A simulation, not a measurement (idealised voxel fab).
process module | voxel spacer lines
cross-section cut | 220 nm wide | cells 5 nm
A cross-section is a grid of square cells, given in bands from the top down. A band is one or more rows of cells.
Each band's line starts with the height of the band's top and of its bottom, in nm. Then come its materials from left to right, each with its width in nm. One material with "throughout" fills the band from edge to edge. "air" is empty space.
Height 0 is the level under which the wafer as received is all one material. The lowest band goes on downwards, as in "0 down".
A width such as "30 to 40" changes by the same amount from each row of cells to the next, from the band's top row to its bottom row.
"no change" after a step means that no cell of the cross-section changed.
closed voids: empty space of 8 cells or more with no open way to the top, each as width x height at its distance from the left edge, in nm
after a step's settings: what the simulator itself notes on the step
overlay nm, on a step with a mask: how far to the right of its planned place the mask lay; to the left if negative
plan
1 op RECEIVE | material Si
2 op CONFORMAL_DEP | material Al2O3 | thk nm 5
3 op DIRECTIONAL_DEP | material TiN | thk nm 20
4 op DIRECTIONAL_DEP | material aC | thk nm 30
5 op PATTERN | tone cover | mask id MANDREL | material resist | width nm 20 | pitch nm 70 | thk nm 40 | overlay nm 0
6 op DIRECTIONAL_ETCH | etch materials aC | depth nm 30
7 op STRIP | etch materials resist
8 op CONFORMAL_DEP | material SiN | thk nm 15
9 op DIRECTIONAL_ETCH | etch materials SiN | depth nm 15
10 op STRIP | etch materials aC
11 op DIRECTIONAL_ETCH | etch materials TiN | depth nm 20
12 op STRIP | etch materials SiN
as received, after step 1
  0 down: Si throughout
  closed voids: none
a wafer at the end: this start, this plan, one mistake
  25 to 0: Al2O3 throughout
  0 down: Si throughout
  closed voids: none
what went wrong: step 3 ran as: op DIRECTIONAL_DEP | material Al2O3 | thk nm 20
